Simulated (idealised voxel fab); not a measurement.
The following process module bears the name voxel capacitor over wiring.
The cross-section shown here is cut; it is 300 nm wide and divided into square cells measuring 5 nm on a side.
This document writes a cross-section as a grid whose cells are square, and gives it as bands, listed from the top down; one or more rows of cells form a band.
First you get the band's top height and its bottom height, in nm, and then the materials it's made of, left to right, with each width in nm. If you see a single material with "full width", that one covers the band edge to edge. "blank" is empty space.
Heights are expressed relative to 0, this being the level below which the as-received wafer comprises one material exclusively. The lowest band is unbounded in the downward direction and is denoted as in "0 nm and below".
Width "30..40": first value at the band's top row of cells, second value at its bottom row, equal change from row to row.
"nothing different", as given for a step, is the statement that not any cell of the cross-section underwent a change during that step.
Entry "Fully enclosed voids" = empty spaces >= 8 cells with no open way to the top; each as width x height at distance, distance from left edge, all nm.
On a step's line, text after the settings is the simulator commenting on that step.
The line of a step may include "overlay nm". On a step with a mask, this value is how far to the right of its planned place the mask lay. A negative value means the mask lay to the left.

These are the steps we planned for the process:
1) RECEIVE: material Si
2) CONFORMAL_DEP: material SiO2, thk nm 15
3) DIRECTIONAL_DEP: material TiN, thk nm 5
4) DIRECTIONAL_DEP: material Ru, thk nm 15
5) DIRECTIONAL_DEP: material aC, thk nm 10
6) PATTERN: tone cover, mask id METAL_1, material resist, width nm 25, pitch nm 80, thk nm 25, overlay nm 0
7) DIRECTIONAL_ETCH: etch materials aC, depth nm 10
8) STRIP: etch materials resist
9) DIRECTIONAL_ETCH: etch materials Ru, depth nm 15
10) DIRECTIONAL_ETCH: etch materials TiN, depth nm 5
11) STRIP: etch materials aC
12) FILL_DEP: material SiO2, thk nm 10
13) CMP: height nm 35
14) CONFORMAL_DEP: material SiCN, thk nm 5
15) DIRECTIONAL_DEP: material SiO2, thk nm 20
16) MASKED_ETCH: tone open, mask id PLUG_1, width nm 15, etch materials SiO2, depth nm 20, overlay nm 0
17) MASKED_ETCH: tone open, mask id PLUG_1, width nm 15, etch materials SiCN, depth nm 5, overlay nm 0
18) CONFORMAL_DEP: material TiN, thk nm 5
19) FILL_DEP: material Ru, thk nm 5
20) CMP: height nm 60
21) DIRECTIONAL_DEP: material TiN, thk nm 10
22) DIRECTIONAL_DEP: material Al2O3, thk nm 5
23) DIRECTIONAL_DEP: material TiN, thk nm 5
24) MASKED_ETCH: tone cover, mask id UPPER_PLATE, width nm 60, etch materials TiN, depth nm 5, overlay nm 0
25) MASKED_ETCH: tone cover, mask id UPPER_PLATE, width nm 60, etch materials Al2O3, depth nm 5, overlay nm 0
26) MASKED_ETCH: tone cover, mask id LOWER_PLATE, width nm 70, etch materials TiN, depth nm 10, overlay nm 0
27) FILL_DEP: material SiO2, thk nm 15
28) CMP: height nm 90
29) DIRECTIONAL_DEP: material aC, thk nm 15
30) PATTERN: tone open, mask id PLUG_2, material resist, width nm 15, thk nm 35, overlay nm 0
31) DIRECTIONAL_ETCH: etch materials aC, depth nm 15
32) STRIP: etch materials resist
33) DIRECTIONAL_ETCH: etch materials SiO2, depth nm 10
34) STRIP: etch materials aC
35) CONFORMAL_DEP: material TiN, thk nm 5
36) FILL_DEP: material Ru, thk nm 5
37) CMP: height nm 90
38) CONFORMAL_DEP: material SiN, thk nm 5

Concerning the first of two wafers, which was run in accordance with the plan:

Incoming wafer in cross-section (state: after step 1):
  0 nm and below: Si full width
  Fully enclosed voids: none

Cross-section: wafer state after step 2:
  15 nm to 0 nm: SiO2 full width
  Below 0, the layers are the same as they were.

Cross-section: wafer state after step 3:
  20 nm to 15 nm: TiN full width
  Below 15, the layers are the same as they were.

Cross-section: wafer state after step 4:
  35 nm to 20 nm: Ru full width
  Below 20, the layers are the same as they were.

Cross-section: wafer state after step 5:
  45 nm to 35 nm: aC full width
  Below 35, the layers are the same as they were.

Cross-section: wafer state after step 6:
  70 nm to 45 nm: blank: 95, then resist: 25, then blank: 55, then resist: 25, then blank: 100
  Below 45, the layers are the same as they were.

Cross-section: wafer state after step 7:
  60 nm to 45 nm: blank: 95, then resist: 25, then blank: 55, then resist: 25, then blank: 100
  45 nm to 35 nm: blank: 95, then aC: 25, then blank: 55, then aC: 25, then blank: 100
  Below 35, the layers are the same as they were.

Cross-section: wafer state after step 8:
  45 nm to 35 nm: blank: 95, then aC: 25, then blank: 55, then aC: 25, then blank: 100
  Below 35, the layers are the same as they were.

Cross-section: wafer state after step 9:
  45 nm to 35 nm: blank: 95, then aC: 25, then blank: 55, then aC: 25, then blank: 100
  35 nm to 20 nm: blank: 95, then Ru: 25, then blank: 55, then Ru: 25, then blank: 100
  Below 20, the layers are the same as they were.

Cross-section: wafer state after step 10:
  45 nm to 35 nm: blank: 95, then aC: 25, then blank: 55, then aC: 25, then blank: 100
  35 nm to 20 nm: blank: 95, then Ru: 25, then blank: 55, then Ru: 25, then blank: 100
  20 nm to 15 nm: blank: 95, then TiN: 25, then blank: 55, then TiN: 25, then blank: 100
  Below 15, the layers are the same as they were.

Cross-section: wafer state after step 11:
  35 nm to 20 nm: blank: 95, then Ru: 25, then blank: 55, then Ru: 25, then blank: 100
  Below 20, the layers are the same as they were.

Cross-section: wafer state after step 12:
  45 nm to 35 nm: SiO2 full width
  35 nm to 20 nm: SiO2: 95, then Ru: 25, then SiO2: 55, then Ru: 25, then SiO2: 100
  20 nm to 15 nm: SiO2: 95, then TiN: 25, then SiO2: 55, then TiN: 25, then SiO2: 100
  Below 15, the layers are the same as they were.

Cross-section: wafer state after step 13:
  35 nm to 20 nm: SiO2: 95, then Ru: 25, then SiO2: 55, then Ru: 25, then SiO2: 100
  Below 20, the layers are the same as they were.

Cross-section: wafer state after step 14:
  40 nm to 35 nm: SiCN full width
  Below 35, the layers are the same as they were.

Cross-section: wafer state after step 15:
  60 nm to 40 nm: SiO2 full width
  Below 40, the layers are the same as they were.

Cross-section: wafer state after step 16:
  60 nm to 40 nm: SiO2: 105, then blank: 15, then SiO2: 180
  Below 40, the layers are the same as they were.

Cross-section: wafer state after step 17:
  60 nm to 40 nm: SiO2: 105, then blank: 15, then SiO2: 180
  40 nm to 35 nm: SiCN: 105, then blank: 15, then SiCN: 180
  Below 35, the layers are the same as they were.

Cross-section: wafer state after step 18:
  65 nm to 60 nm: TiN: 110, then blank: 5, then TiN: 185
  60 nm to 40 nm: SiO2: 105, then TiN: 5, then blank: 5, then TiN: 5, then SiO2: 180
  40 nm to 35 nm: SiCN: 105, then TiN: 15, then SiCN: 180
  Below 35, the layers are the same as they were.

Cross-section: wafer state after step 19:
  70 nm to 65 nm: Ru full width
  65 nm to 60 nm: TiN: 110, then Ru: 5, then TiN: 185
  60 nm to 40 nm: SiO2: 105, then TiN: 5, then Ru: 5, then TiN: 5, then SiO2: 180
  Below 40, the layers are the same as they were.

Cross-section: wafer state after step 20:
  60 nm to 40 nm: SiO2: 105, then TiN: 5, then Ru: 5, then TiN: 5, then SiO2: 180
  Below 40, the layers are the same as they were.

Cross-section: wafer state after step 21:
  70 nm to 60 nm: TiN full width
  Below 60, the layers are the same as they were.

Cross-section: wafer state after step 22:
  75 nm to 70 nm: Al2O3 full width
  Below 70, the layers are the same as they were.

Cross-section: wafer state after step 23:
  80 nm to 75 nm: TiN full width
  Below 75, the layers are the same as they were.

Cross-section: wafer state after step 24:
  80 nm to 75 nm: blank: 105, then TiN: 60, then blank: 135
  Below 75, the layers are the same as they were.

Cross-section: wafer state after step 25:
  80 nm to 75 nm: blank: 105, then TiN: 60, then blank: 135
  75 nm to 70 nm: blank: 105, then Al2O3: 60, then blank: 135
  Below 70, the layers are the same as they were.

Cross-section: wafer state after step 26:
  80 nm to 75 nm: blank: 105, then TiN: 60, then blank: 135
  75 nm to 70 nm: blank: 105, then Al2O3: 60, then blank: 135
  70 nm to 60 nm: blank: 100, then TiN: 70, then blank: 130
  Below 60, the layers are the same as they were.

Cross-section: wafer state after step 27:
  95 nm to 80 nm: SiO2 full width
  80 nm to 75 nm: SiO2: 105, then TiN: 60, then SiO2: 135
  75 nm to 70 nm: SiO2: 105, then Al2O3: 60, then SiO2: 135
  70 nm to 60 nm: SiO2: 100, then TiN: 70, then SiO2: 130
  Below 60, the layers are the same as they were.

Cross-section: wafer state after step 28:
  90 nm to 80 nm: SiO2 full width
  Below 80, the layers are the same as they were.

Cross-section: wafer state after step 29:
  105 nm to 90 nm: aC full width
  Below 90, the layers are the same as they were.

Cross-section: wafer state after step 30:
  140 nm to 105 nm: resist: 115, then blank: 15, then resist: 170
  Below 105, the layers are the same as they were.

Cross-section: wafer state after step 31:
  125 nm to 105 nm: resist: 115, then blank: 15, then resist: 170
  105 nm to 90 nm: aC: 115, then blank: 15, then aC: 170
  Below 90, the layers are the same as they were.

Cross-section: wafer state after step 32:
  105 nm to 90 nm: aC: 115, then blank: 15, then aC: 170
  Below 90, the layers are the same as they were.

Cross-section: wafer state after step 33:
  105 nm to 90 nm: aC: 115, then blank: 15, then aC: 170
  90 nm to 80 nm: SiO2: 115, then blank: 15, then SiO2: 170
  Below 80, the layers are the same as they were.

Cross-section: wafer state after step 34:
  90 nm to 80 nm: SiO2: 115, then blank: 15, then SiO2: 170
  Below 80, the layers are the same as they were.

Cross-section: wafer state after step 35:
  95 nm to 90 nm: TiN: 120, then blank: 5, then TiN: 175
  90 nm to 85 nm: SiO2: 115, then TiN: 5, then blank: 5, then TiN: 5, then SiO2: 170
  85 nm to 75 nm: SiO2: 115..105, then TiN: 15..60, then SiO2: 170..135
  Below 75, the layers are the same as they were.

Cross-section: wafer state after step 36:
  100 nm to 95 nm: Ru full width
  95 nm to 90 nm: TiN: 120, then Ru: 5, then TiN: 175
  90 nm to 85 nm: SiO2: 115, then TiN: 5, then Ru: 5, then TiN: 5, then SiO2: 170
  Below 85, the layers are the same as they were.

Cross-section: wafer state after step 37:
  90 nm to 85 nm: SiO2: 115, then TiN: 5, then Ru: 5, then TiN: 5, then SiO2: 170
  Below 85, the layers are the same as they were.

Cross-section: wafer state after step 38:
  95 nm to 90 nm: SiN full width
  Below 90, the layers are the same as they were.

Second wafer. Start and plan as for the first. One mistake made in running. Agrees with the first up to and including step 16:

when step 17 should have ended:
  60 nm to 40 nm: SiO2: 105, then blank: 15, then SiO2: 180
  40 nm to 35 nm: SiCN: 115, then blank: 5, then SiCN: 180
  Below 35, the layers are the same as they were.

when step 18 should have ended:
  65 nm to 60 nm: TiN: 110, then blank: 5, then TiN: 185
  60 nm to 45 nm: SiO2: 105, then TiN: 5, then blank: 5, then TiN: 5, then SiO2: 180
  45 nm to 40 nm: SiO2: 105, then TiN: 15, then SiO2: 180
  40 nm to 35 nm: SiCN: 115, then TiN: 5, then SiCN: 180
  Below 35, the layers are the same as they were.

when step 19 should have ended:
  70 nm to 65 nm: Ru full width
  65 nm to 60 nm: TiN: 110, then Ru: 5, then TiN: 185
  60 nm to 45 nm: SiO2: 105, then TiN: 5, then Ru: 5, then TiN: 5, then SiO2: 180
  Below 45, the layers are the same as they were.

when step 20 should have ended:
  60 nm to 45 nm: SiO2: 105, then TiN: 5, then Ru: 5, then TiN: 5, then SiO2: 180
  Below 45, the layers are the same as they were.

when step 21 should have ended:
  70 nm to 60 nm: TiN full width
  Below 60, the layers are the same as they were.

when step 22 should have ended:
  75 nm to 70 nm: Al2O3 full width
  Below 70, the layers are the same as they were.

when step 23 should have ended:
  80 nm to 75 nm: TiN full width
  Below 75, the layers are the same as they were.

when step 24 should have ended:
  80 nm to 75 nm: blank: 105, then TiN: 60, then blank: 135
  Below 75, the layers are the same as they were.

when step 25 should have ended:
  80 nm to 75 nm: blank: 105, then TiN: 60, then blank: 135
  75 nm to 70 nm: blank: 105, then Al2O3: 60, then blank: 135
  Below 70, the layers are the same as they were.

when step 26 should have ended:
  80 nm to 75 nm: blank: 105, then TiN: 60, then blank: 135
  75 nm to 70 nm: blank: 105, then Al2O3: 60, then blank: 135
  70 nm to 60 nm: blank: 100, then TiN: 70, then blank: 130
  Below 60, the layers are the same as they were.

when step 27 should have ended:
  95 nm to 80 nm: SiO2 full width
  80 nm to 75 nm: SiO2: 105, then TiN: 60, then SiO2: 135
  75 nm to 70 nm: SiO2: 105, then Al2O3: 60, then SiO2: 135
  70 nm to 60 nm: SiO2: 100, then TiN: 70, then SiO2: 130
  Below 60, the layers are the same as they were.

when step 28 should have ended:
  90 nm to 80 nm: SiO2 full width
  Below 80, the layers are the same as they were.

when step 29 should have ended:
  105 nm to 90 nm: aC full width
  Below 90, the layers are the same as they were.

when step 30 should have ended:
  140 nm to 105 nm: resist: 115, then blank: 15, then resist: 170
  Below 105, the layers are the same as they were.

when step 31 should have ended:
  125 nm to 105 nm: resist: 115, then blank: 15, then resist: 170
  105 nm to 90 nm: aC: 115, then blank: 15, then aC: 170
  Below 90, the layers are the same as they were.

when step 32 should have ended:
  105 nm to 90 nm: aC: 115, then blank: 15, then aC: 170
  Below 90, the layers are the same as they were.

when step 33 should have ended:
  105 nm to 90 nm: aC: 115, then blank: 15, then aC: 170
  90 nm to 80 nm: SiO2: 115, then blank: 15, then SiO2: 170
  Below 80, the layers are the same as they were.

when step 34 should have ended:
  90 nm to 80 nm: SiO2: 115, then blank: 15, then SiO2: 170
  Below 80, the layers are the same as they were.

when step 35 should have ended:
  95 nm to 90 nm: TiN: 120, then blank: 5, then TiN: 175
  90 nm to 85 nm: SiO2: 115, then TiN: 5, then blank: 5, then TiN: 5, then SiO2: 170
  85 nm to 75 nm: SiO2: 115..105, then TiN: 15..60, then SiO2: 170..135
  Below 75, the layers are the same as they were.

when step 36 should have ended:
  100 nm to 95 nm: Ru full width
  95 nm to 90 nm: TiN: 120, then Ru: 5, then TiN: 175
  90 nm to 85 nm: SiO2: 115, then TiN: 5, then Ru: 5, then TiN: 5, then SiO2: 170
  Below 85, the layers are the same as they were.

when step 37 should have ended:
  90 nm to 85 nm: SiO2: 115, then TiN: 5, then Ru: 5, then TiN: 5, then SiO2: 170
  Below 85, the layers are the same as they were.

when step 38 should have ended:
  95 nm to 90 nm: SiN full width
  Below 90, the layers are the same as they were.
Run error: step 17 deviated from plan and actually ran as MASKED_ETCH: tone open, mask id PLUG_1, width nm 15, etch materials SiCN, depth nm 5, overlay nm 10
Once processing is complete, comparing cell counts shows that the second wafer has more or fewer of certain materials than the first: Ru: 1 fewer, SiCN: 2 more, TiN: 1 fewer
